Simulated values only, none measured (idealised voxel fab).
The following process module bears the name voxel wiring stack.
Square cell edge 5 nm, section width 155 nm, ID cut.
The cross-sections in this document take the form of a grid made of square cells. They are written out as bands, in order from top to bottom. Each band consists of one or more rows of cells.
Band: top and bottom heights (nm) first, top before bottom; then materials from left to right, widths in nm. "throughout" marks a sole material filling the band edge to edge. "blank" denotes empty space.
All heights in this document are referenced to 0, defined as the level beneath which the wafer, as received, consists entirely of one material. The lowest band is not bounded below; it extends indefinitely downward and is written in the form "top 0, no bottom".
So if you see something like "30->40" for the width, read it as the top row of the band sitting at the first number and the bottom row at the second, with every row in between moving by the same amount as the last.
Key: "nothing different" - step with no changed cell in the cross-section.
Listed in "Closed void register": every empty space of 8 or more cells without an open way to the top. Form: width x height at distance, the distance being from the left edge, all in nm.
Note: text after step settings on the step line = simulator remark on that step.
overlay nm, on a step with a mask: how far to the right of its planned place the mask lay; to the left if negative

The planned process steps are enumerated hereunder
1,RECEIVE,material Si
2,CONFORMAL_DEP,material SiO2,thk nm 15
3,CONFORMAL_DEP,material SiN,thk nm 5
4,DIRECTIONAL_DEP,material SiO2,thk nm 25
5,DIRECTIONAL_DEP,material aC,thk nm 10
6,PATTERN,tone open,mask id METAL_1,material resist,width nm 25,pitch nm 45,thk nm 25,overlay nm 0
7,DIRECTIONAL_ETCH,etch materials aC,depth nm 10
8,STRIP,etch materials resist
9,DIRECTIONAL_ETCH,etch materials SiO2,depth nm 25
10,DIRECTIONAL_ETCH,etch materials SiN,depth nm 5
11,STRIP,etch materials aC
12,CONFORMAL_DEP,material TiN,thk nm 5
13,FILL_DEP,material Ru,thk nm 5
14,CMP,height nm 45
15,CONFORMAL_DEP,material SiCN,thk nm 5
16,DIRECTIONAL_DEP,material lowk,thk nm 25
17,DIRECTIONAL_DEP,material aC,thk nm 10
18,PATTERN,tone open,mask id METAL_2_HOLES,material resist,width nm 15,pitch nm 45,thk nm 30,overlay nm 0
19,DIRECTIONAL_ETCH,etch materials aC,depth nm 10
20,STRIP,etch materials resist
21,DIRECTIONAL_ETCH,etch materials lowk,depth nm 25
22,STRIP,etch materials aC
23,MASKED_ETCH,tone open,mask id METAL_2,width nm 25,pitch nm 45,etch materials lowk,depth nm 15,overlay nm 0
24,MASKED_ETCH,tone open,mask id METAL_2,width nm 25,pitch nm 45,etch materials SiCN,depth nm 5,overlay nm 0
25,CONFORMAL_DEP,material TiN,thk nm 5
26,FILL_DEP,material Cu,thk nm 10
27,CMP,height nm 75
28,CONFORMAL_DEP,material SiCN,thk nm 5
29,DIRECTIONAL_DEP,material SiO2,thk nm 35
30,PATTERN,tone open,mask id METAL_3_HOLES,material resist,width nm 15,thk nm 20,overlay nm 0
31,DIRECTIONAL_ETCH,etch materials SiO2,depth nm 35
32,STRIP,etch materials resist
33,PATTERN,tone open,mask id METAL_3,material resist,width nm 25,pitch nm 45,thk nm 15,overlay nm 0
34,DIRECTIONAL_ETCH,etch materials SiO2,depth nm 20
35,DIRECTIONAL_ETCH,etch materials SiCN,depth nm 5
36,STRIP,etch materials resist
37,CONFORMAL_DEP,material TiN,thk nm 5
38,FILL_DEP,material Cu,thk nm 5
39,CMP,height nm 115
40,CONFORMAL_DEP,material SiN,thk nm 5

First of two wafers, processed according to plan

Cross-section of the wafer at receipt, which is the condition after step 1
> top 0, no bottom | Si throughout
> Closed void register: none

Cross-section of the wafer subsequent to step 2
> top 15, bottom 0 | SiO2 throughout
> below 0: unchanged

Cross-section of the wafer subsequent to step 3
> top 20, bottom 15 | SiN throughout
> below 15: unchanged

Cross-section of the wafer subsequent to step 4
> top 45, bottom 20 | SiO2 throughout
> below 20: unchanged

Cross-section of the wafer subsequent to step 5
> top 55, bottom 45 | aC throughout
> below 45: unchanged

Cross-section of the wafer subsequent to step 6
> top 80, bottom 55 | 40 of resist; 25 of blank; 20 of resist; 25 of blank; 45 of resist
> below 55: unchanged

Cross-section of the wafer subsequent to step 7
> top 70, bottom 55 | 40 of resist; 25 of blank; 20 of resist; 25 of blank; 45 of resist
> top 55, bottom 45 | 40 of aC; 25 of blank; 20 of aC; 25 of blank; 45 of aC
> below 45: unchanged

Cross-section of the wafer subsequent to step 8
> top 55, bottom 45 | 40 of aC; 25 of blank; 20 of aC; 25 of blank; 45 of aC
> below 45: unchanged

Cross-section of the wafer subsequent to step 9
> top 55, bottom 45 | 40 of aC; 25 of blank; 20 of aC; 25 of blank; 45 of aC
> top 45, bottom 20 | 40 of SiO2; 25 of blank; 20 of SiO2; 25 of blank; 45 of SiO2
> below 20: unchanged

Cross-section of the wafer subsequent to step 10
> top 55, bottom 45 | 40 of aC; 25 of blank; 20 of aC; 25 of blank; 45 of aC
> top 45, bottom 20 | 40 of SiO2; 25 of blank; 20 of SiO2; 25 of blank; 45 of SiO2
> top 20, bottom 15 | 40 of SiN; 25 of blank; 20 of SiN; 25 of blank; 45 of SiN
> below 15: unchanged

Cross-section of the wafer subsequent to step 11
> top 45, bottom 20 | 40 of SiO2; 25 of blank; 20 of SiO2; 25 of blank; 45 of SiO2
> below 20: unchanged

Cross-section of the wafer subsequent to step 12
> top 50, bottom 45 | 45 of TiN; 15 of blank; 30 of TiN; 15 of blank; 50 of TiN
> top 45, bottom 20 | 40 of SiO2; 5 of TiN; 15 of blank; 5 of TiN; 20 of SiO2; 5 of TiN; 15 of blank; 5 of TiN; 45 of SiO2
> top 20, bottom 15 | 40 of SiN; 25 of TiN; 20 of SiN; 25 of TiN; 45 of SiN
> below 15: unchanged

Cross-section of the wafer subsequent to step 13
> top 55, bottom 50 | Ru throughout
> top 50, bottom 45 | 45 of TiN; 15 of Ru; 30 of TiN; 15 of Ru; 50 of TiN
> top 45, bottom 20 | 40 of SiO2; 5 of TiN; 15 of Ru; 5 of TiN; 20 of SiO2; 5 of TiN; 15 of Ru; 5 of TiN; 45 of SiO2
> below 20: unchanged

Cross-section of the wafer subsequent to step 14
> top 45, bottom 20 | 40 of SiO2; 5 of TiN; 15 of Ru; 5 of TiN; 20 of SiO2; 5 of TiN; 15 of Ru; 5 of TiN; 45 of SiO2
> below 20: unchanged

Cross-section of the wafer subsequent to step 15
> top 50, bottom 45 | SiCN throughout
> below 45: unchanged

Cross-section of the wafer subsequent to step 16
> top 75, bottom 50 | lowk throughout
> below 50: unchanged

Cross-section of the wafer subsequent to step 17
> top 85, bottom 75 | aC throughout
> below 75: unchanged

Cross-section of the wafer subsequent to step 18
> top 115, bottom 85 | 40 of resist; 15 of blank; 30 of resist; 15 of blank; 55 of resist
> below 85: unchanged

Cross-section of the wafer subsequent to step 19
> top 105, bottom 85 | 40 of resist; 15 of blank; 30 of resist; 15 of blank; 55 of resist
> top 85, bottom 75 | 40 of aC; 15 of blank; 30 of aC; 15 of blank; 55 of aC
> below 75: unchanged

Cross-section of the wafer subsequent to step 20
> top 85, bottom 75 | 40 of aC; 15 of blank; 30 of aC; 15 of blank; 55 of aC
> below 75: unchanged

Cross-section of the wafer subsequent to step 21
> top 85, bottom 75 | 40 of aC; 15 of blank; 30 of aC; 15 of blank; 55 of aC
> top 75, bottom 50 | 40 of lowk; 15 of blank; 30 of lowk; 15 of blank; 55 of lowk
> below 50: unchanged

Cross-section of the wafer subsequent to step 22
> top 75, bottom 50 | 40 of lowk; 15 of blank; 30 of lowk; 15 of blank; 55 of lowk
> below 50: unchanged

Cross-section of the wafer subsequent to step 23
> top 75, bottom 60 | 40 of lowk; 25 of blank; 20 of lowk; 25 of blank; 45 of lowk
> below 60: unchanged

Cross-section of the wafer subsequent to step 24
> top 75, bottom 60 | 40 of lowk; 25 of blank; 20 of lowk; 25 of blank; 45 of lowk
> top 60, bottom 50 | 40 of lowk; 15 of blank; 30 of lowk; 15 of blank; 55 of lowk
> top 50, bottom 45 | 40 of SiCN; 15 of blank; 30 of SiCN; 15 of blank; 55 of SiCN
> below 45: unchanged

Cross-section of the wafer subsequent to step 25
> top 80, bottom 75 | 45 of TiN; 15 of blank; 30 of TiN; 15 of blank; 50 of TiN
> top 75, bottom 65 | 40 of lowk; 5 of TiN; 15 of blank; 5 of TiN; 20 of lowk; 5 of TiN; 15 of blank; 5 of TiN; 45 of lowk
> top 65, bottom 60 | 40 of lowk; 5 of TiN; 5 of blank; 15 of TiN; 20 of lowk; 5 of TiN; 5 of blank; 15 of TiN; 45 of lowk
> top 60, bottom 50 | 40 of lowk; 5 of TiN; 5 of blank; 5 of TiN; 30 of lowk; 5 of TiN; 5 of blank; 5 of TiN; 55 of lowk
> top 50, bottom 45 | 40 of SiCN; 15 of TiN; 30 of SiCN; 15 of TiN; 55 of SiCN
> below 45: unchanged

Cross-section of the wafer subsequent to step 26
> top 90, bottom 80 | Cu throughout
> top 80, bottom 75 | 45 of TiN; 15 of Cu; 30 of TiN; 15 of Cu; 50 of TiN
> top 75, bottom 65 | 40 of lowk; 5 of TiN; 15 of Cu; 5 of TiN; 20 of lowk; 5 of TiN; 15 of Cu; 5 of TiN; 45 of lowk
> top 65, bottom 60 | 40 of lowk; 5 of TiN; 5 of Cu; 15 of TiN; 20 of lowk; 5 of TiN; 5 of Cu; 15 of TiN; 45 of lowk
> top 60, bottom 50 | 40 of lowk; 5 of TiN; 5 of Cu; 5 of TiN; 30 of lowk; 5 of TiN; 5 of Cu; 5 of TiN; 55 of lowk
> below 50: unchanged

Cross-section of the wafer subsequent to step 27
> top 75, bottom 65 | 40 of lowk; 5 of TiN; 15 of Cu; 5 of TiN; 20 of lowk; 5 of TiN; 15 of Cu; 5 of TiN; 45 of lowk
> below 65: unchanged

Cross-section of the wafer subsequent to step 28
> top 80, bottom 75 | SiCN throughout
> below 75: unchanged

Cross-section of the wafer subsequent to step 29
> top 115, bottom 80 | SiO2 throughout
> below 80: unchanged

Cross-section of the wafer subsequent to step 30
> top 135, bottom 115 | 40 of resist; 15 of blank; 100 of resist
> below 115: unchanged

Cross-section of the wafer subsequent to step 31
> top 135, bottom 115 | 40 of resist; 15 of blank; 100 of resist
> top 115, bottom 80 | 40 of SiO2; 15 of blank; 100 of SiO2
> below 80: unchanged

Cross-section of the wafer subsequent to step 32
> top 115, bottom 80 | 40 of SiO2; 15 of blank; 100 of SiO2
> below 80: unchanged

Cross-section of the wafer subsequent to step 33
> top 130, bottom 115 | 40 of resist; 25 of blank; 20 of resist; 25 of blank; 45 of resist
> below 115: unchanged

Cross-section of the wafer subsequent to step 34
> top 130, bottom 115 | 40 of resist; 25 of blank; 20 of resist; 25 of blank; 45 of resist
> top 115, bottom 95 | 40 of SiO2; 25 of blank; 20 of SiO2; 25 of blank; 45 of SiO2
> below 95: unchanged

Cross-section of the wafer subsequent to step 35
> top 130, bottom 115 | 40 of resist; 25 of blank; 20 of resist; 25 of blank; 45 of resist
> top 115, bottom 95 | 40 of SiO2; 25 of blank; 20 of SiO2; 25 of blank; 45 of SiO2
> top 95, bottom 80 | 40 of SiO2; 15 of blank; 100 of SiO2
> top 80, bottom 75 | 40 of SiCN; 15 of blank; 100 of SiCN
> below 75: unchanged

Cross-section of the wafer subsequent to step 36
> top 115, bottom 95 | 40 of SiO2; 25 of blank; 20 of SiO2; 25 of blank; 45 of SiO2
> below 95: unchanged

Cross-section of the wafer subsequent to step 37
> top 120, bottom 115 | 45 of TiN; 15 of blank; 30 of TiN; 15 of blank; 50 of TiN
> top 115, bottom 100 | 40 of SiO2; 5 of TiN; 15 of blank; 5 of TiN; 20 of SiO2; 5 of TiN; 15 of blank; 5 of TiN; 45 of SiO2
> top 100, bottom 95 | 40 of SiO2; 5 of TiN; 5 of blank; 15 of TiN; 20 of SiO2; 25 of TiN; 45 of SiO2
> top 95, bottom 80 | 40 of SiO2; 5 of TiN; 5 of blank; 5 of TiN; 100 of SiO2
> top 80, bottom 75 | 40 of SiCN; 15 of TiN; 100 of SiCN
> below 75: unchanged

Cross-section of the wafer subsequent to step 38
> top 125, bottom 120 | Cu throughout
> top 120, bottom 115 | 45 of TiN; 15 of Cu; 30 of TiN; 15 of Cu; 50 of TiN
> top 115, bottom 100 | 40 of SiO2; 5 of TiN; 15 of Cu; 5 of TiN; 20 of SiO2; 5 of TiN; 15 of Cu; 5 of TiN; 45 of SiO2
> top 100, bottom 95 | 40 of SiO2; 5 of TiN; 5 of Cu; 15 of TiN; 20 of SiO2; 25 of TiN; 45 of SiO2
> top 95, bottom 80 | 40 of SiO2; 5 of TiN; 5 of Cu; 5 of TiN; 100 of SiO2
> below 80: unchanged

Cross-section of the wafer subsequent to step 39
> top 115, bottom 100 | 40 of SiO2; 5 of TiN; 15 of Cu; 5 of TiN; 20 of SiO2; 5 of TiN; 15 of Cu; 5 of TiN; 45 of SiO2
> below 100: unchanged

Cross-section of the wafer subsequent to step 40
> top 120, bottom 115 | SiN throughout
> below 115: unchanged

The Second Wafer: Common Origin and Plan, One Mistake in Execution, Identical to the First Through Step 2

Here is the second wafer in cross-section at the point where step 3 of the plan should have been done: nothing different

Here is the second wafer in cross-section at the point where step 4 of the plan should have been done
> top 40, bottom 0 | SiO2 throughout
> below 0: unchanged

Here is the second wafer in cross-section at the point where step 5 of the plan should have been done
> top 50, bottom 40 | aC throughout
> below 40: unchanged

Here is the second wafer in cross-section at the point where step 6 of the plan should have been done
> top 75, bottom 50 | 40 of resist; 25 of blank; 20 of resist; 25 of blank; 45 of resist
> below 50: unchanged

Here is the second wafer in cross-section at the point where step 7 of the plan should have been done
> top 65, bottom 50 | 40 of resist; 25 of blank; 20 of resist; 25 of blank; 45 of resist
> top 50, bottom 40 | 40 of aC; 25 of blank; 20 of aC; 25 of blank; 45 of aC
> below 40: unchanged

Here is the second wafer in cross-section at the point where step 8 of the plan should have been done
> top 50, bottom 40 | 40 of aC; 25 of blank; 20 of aC; 25 of blank; 45 of aC
> below 40: unchanged

Here is the second wafer in cross-section at the point where step 9 of the plan should have been done
> top 50, bottom 40 | 40 of aC; 25 of blank; 20 of aC; 25 of blank; 45 of aC
> top 40, bottom 15 | 40 of SiO2; 25 of blank; 20 of SiO2; 25 of blank; 45 of SiO2
> below 15: unchanged

Here is the second wafer in cross-section at the point where step 10 of the plan should have been done: nothing different

Here is the second wafer in cross-section at the point where step 11 of the plan should have been done
> top 40, bottom 15 | 40 of SiO2; 25 of blank; 20 of SiO2; 25 of blank; 45 of SiO2
> below 15: unchanged

Here is the second wafer in cross-section at the point where step 12 of the plan should have been done
> top 45, bottom 40 | 45 of TiN; 15 of blank; 30 of TiN; 15 of blank; 50 of TiN
> top 40, bottom 20 | 40 of SiO2; 5 of TiN; 15 of blank; 5 of TiN; 20 of SiO2; 5 of TiN; 15 of blank; 5 of TiN; 45 of SiO2
> top 20, bottom 15 | 40 of SiO2; 25 of TiN; 20 of SiO2; 25 of TiN; 45 of SiO2
> below 15: unchanged

Here is the second wafer in cross-section at the point where step 13 of the plan should have been done
> top 50, bottom 45 | Ru throughout
> top 45, bottom 40 | 45 of TiN; 15 of Ru; 30 of TiN; 15 of Ru; 50 of TiN
> top 40, bottom 20 | 40 of SiO2; 5 of TiN; 15 of Ru; 5 of TiN; 20 of SiO2; 5 of TiN; 15 of Ru; 5 of TiN; 45 of SiO2
> below 20: unchanged

Here is the second wafer in cross-section at the point where step 14 of the plan should have been done
> top 45, bottom 40 | 45 of TiN; 15 of Ru; 30 of TiN; 15 of Ru; 50 of TiN
> below 40: unchanged

Here is the second wafer in cross-section at the point where step 15 of the plan should have been done
> top 50, bottom 45 | SiCN throughout
> below 45: unchanged

Here is the second wafer in cross-section at the point where step 16 of the plan should have been done
> top 75, bottom 50 | lowk throughout
> below 50: unchanged

Here is the second wafer in cross-section at the point where step 17 of the plan should have been done
> top 85, bottom 75 | aC throughout
> below 75: unchanged

Here is the second wafer in cross-section at the point where step 18 of the plan should have been done
> top 115, bottom 85 | 40 of resist; 15 of blank; 30 of resist; 15 of blank; 55 of resist
> below 85: unchanged

Here is the second wafer in cross-section at the point where step 19 of the plan should have been done
> top 105, bottom 85 | 40 of resist; 15 of blank; 30 of resist; 15 of blank; 55 of resist
> top 85, bottom 75 | 40 of aC; 15 of blank; 30 of aC; 15 of blank; 55 of aC
> below 75: unchanged

Here is the second wafer in cross-section at the point where step 20 of the plan should have been done
> top 85, bottom 75 | 40 of aC; 15 of blank; 30 of aC; 15 of blank; 55 of aC
> below 75: unchanged

Here is the second wafer in cross-section at the point where step 21 of the plan should have been done
> top 85, bottom 75 | 40 of aC; 15 of blank; 30 of aC; 15 of blank; 55 of aC
> top 75, bottom 50 | 40 of lowk; 15 of blank; 30 of lowk; 15 of blank; 55 of lowk
> below 50: unchanged

Here is the second wafer in cross-section at the point where step 22 of the plan should have been done
> top 75, bottom 50 | 40 of lowk; 15 of blank; 30 of lowk; 15 of blank; 55 of lowk
> below 50: unchanged

Here is the second wafer in cross-section at the point where step 23 of the plan should have been done
> top 75, bottom 60 | 40 of lowk; 25 of blank; 20 of lowk; 25 of blank; 45 of lowk
> below 60: unchanged

Here is the second wafer in cross-section at the point where step 24 of the plan should have been done
> top 75, bottom 60 | 40 of lowk; 25 of blank; 20 of lowk; 25 of blank; 45 of lowk
> top 60, bottom 50 | 40 of lowk; 15 of blank; 30 of lowk; 15 of blank; 55 of lowk
> top 50, bottom 45 | 40 of SiCN; 15 of blank; 30 of SiCN; 15 of blank; 55 of SiCN
> below 45: unchanged

Here is the second wafer in cross-section at the point where step 25 of the plan should have been done
> top 80, bottom 75 | 45 of TiN; 15 of blank; 30 of TiN; 15 of blank; 50 of TiN
> top 75, bottom 65 | 40 of lowk; 5 of TiN; 15 of blank; 5 of TiN; 20 of lowk; 5 of TiN; 15 of blank; 5 of TiN; 45 of lowk
> top 65, bottom 60 | 40 of lowk; 5 of TiN; 5 of blank; 15 of TiN; 20 of lowk; 5 of TiN; 5 of blank; 15 of TiN; 45 of lowk
> top 60, bottom 50 | 40 of lowk; 5 of TiN; 5 of blank; 5 of TiN; 30 of lowk; 5 of TiN; 5 of blank; 5 of TiN; 55 of lowk
> top 50, bottom 45 | 40 of SiCN; 15 of TiN; 30 of SiCN; 15 of TiN; 55 of SiCN
> below 45: unchanged

Here is the second wafer in cross-section at the point where step 26 of the plan should have been done
> top 90, bottom 80 | Cu throughout
> top 80, bottom 75 | 45 of TiN; 15 of Cu; 30 of TiN; 15 of Cu; 50 of TiN
> top 75, bottom 65 | 40 of lowk; 5 of TiN; 15 of Cu; 5 of TiN; 20 of lowk; 5 of TiN; 15 of Cu; 5 of TiN; 45 of lowk
> top 65, bottom 60 | 40 of lowk; 5 of TiN; 5 of Cu; 15 of TiN; 20 of lowk; 5 of TiN; 5 of Cu; 15 of TiN; 45 of lowk
> top 60, bottom 50 | 40 of lowk; 5 of TiN; 5 of Cu; 5 of TiN; 30 of lowk; 5 of TiN; 5 of Cu; 5 of TiN; 55 of lowk
> below 50: unchanged

Here is the second wafer in cross-section at the point where step 27 of the plan should have been done
> top 75, bottom 65 | 40 of lowk; 5 of TiN; 15 of Cu; 5 of TiN; 20 of lowk; 5 of TiN; 15 of Cu; 5 of TiN; 45 of lowk
> below 65: unchanged

Here is the second wafer in cross-section at the point where step 28 of the plan should have been done
> top 80, bottom 75 | SiCN throughout
> below 75: unchanged

Here is the second wafer in cross-section at the point where step 29 of the plan should have been done
> top 115, bottom 80 | SiO2 throughout
> below 80: unchanged

Here is the second wafer in cross-section at the point where step 30 of the plan should have been done
> top 135, bottom 115 | 40 of resist; 15 of blank; 100 of resist
> below 115: unchanged

Here is the second wafer in cross-section at the point where step 31 of the plan should have been done
> top 135, bottom 115 | 40 of resist; 15 of blank; 100 of resist
> top 115, bottom 80 | 40 of SiO2; 15 of blank; 100 of SiO2
> below 80: unchanged

Here is the second wafer in cross-section at the point where step 32 of the plan should have been done
> top 115, bottom 80 | 40 of SiO2; 15 of blank; 100 of SiO2
> below 80: unchanged

Here is the second wafer in cross-section at the point where step 33 of the plan should have been done
> top 130, bottom 115 | 40 of resist; 25 of blank; 20 of resist; 25 of blank; 45 of resist
> below 115: unchanged

Here is the second wafer in cross-section at the point where step 34 of the plan should have been done
> top 130, bottom 115 | 40 of resist; 25 of blank; 20 of resist; 25 of blank; 45 of resist
> top 115, bottom 95 | 40 of SiO2; 25 of blank; 20 of SiO2; 25 of blank; 45 of SiO2
> below 95: unchanged

Here is the second wafer in cross-section at the point where step 35 of the plan should have been done
> top 130, bottom 115 | 40 of resist; 25 of blank; 20 of resist; 25 of blank; 45 of resist
> top 115, bottom 95 | 40 of SiO2; 25 of blank; 20 of SiO2; 25 of blank; 45 of SiO2
> top 95, bottom 80 | 40 of SiO2; 15 of blank; 100 of SiO2
> top 80, bottom 75 | 40 of SiCN; 15 of blank; 100 of SiCN
> below 75: unchanged

Here is the second wafer in cross-section at the point where step 36 of the plan should have been done
> top 115, bottom 95 | 40 of SiO2; 25 of blank; 20 of SiO2; 25 of blank; 45 of SiO2
> below 95: unchanged

Here is the second wafer in cross-section at the point where step 37 of the plan should have been done
> top 120, bottom 115 | 45 of TiN; 15 of blank; 30 of TiN; 15 of blank; 50 of TiN
> top 115, bottom 100 | 40 of SiO2; 5 of TiN; 15 of blank; 5 of TiN; 20 of SiO2; 5 of TiN; 15 of blank; 5 of TiN; 45 of SiO2
> top 100, bottom 95 | 40 of SiO2; 5 of TiN; 5 of blank; 15 of TiN; 20 of SiO2; 25 of TiN; 45 of SiO2
> top 95, bottom 80 | 40 of SiO2; 5 of TiN; 5 of blank; 5 of TiN; 100 of SiO2
> top 80, bottom 75 | 40 of SiCN; 15 of TiN; 100 of SiCN
> below 75: unchanged

Here is the second wafer in cross-section at the point where step 38 of the plan should have been done
> top 125, bottom 120 | Cu throughout
> top 120, bottom 115 | 45 of TiN; 15 of Cu; 30 of TiN; 15 of Cu; 50 of TiN
> top 115, bottom 100 | 40 of SiO2; 5 of TiN; 15 of Cu; 5 of TiN; 20 of SiO2; 5 of TiN; 15 of Cu; 5 of TiN; 45 of SiO2
> top 100, bottom 95 | 40 of SiO2; 5 of TiN; 5 of Cu; 15 of TiN; 20 of SiO2; 25 of TiN; 45 of SiO2
> top 95, bottom 80 | 40 of SiO2; 5 of TiN; 5 of Cu; 5 of TiN; 100 of SiO2
> below 80: unchanged

Here is the second wafer in cross-section at the point where step 39 of the plan should have been done
> top 115, bottom 100 | 40 of SiO2; 5 of TiN; 15 of Cu; 5 of TiN; 20 of SiO2; 5 of TiN; 15 of Cu; 5 of TiN; 45 of SiO2
> below 100: unchanged

Here is the second wafer in cross-section at the point where step 40 of the plan should have been done
> top 120, bottom 115 | SiN throughout
> below 115: unchanged
The plan and the run diverged here: plan step 3: skipped, not run
Materials where the second wafer ends with more or fewer cells than the first: 21 fewer of SiN, 21 more of TiN
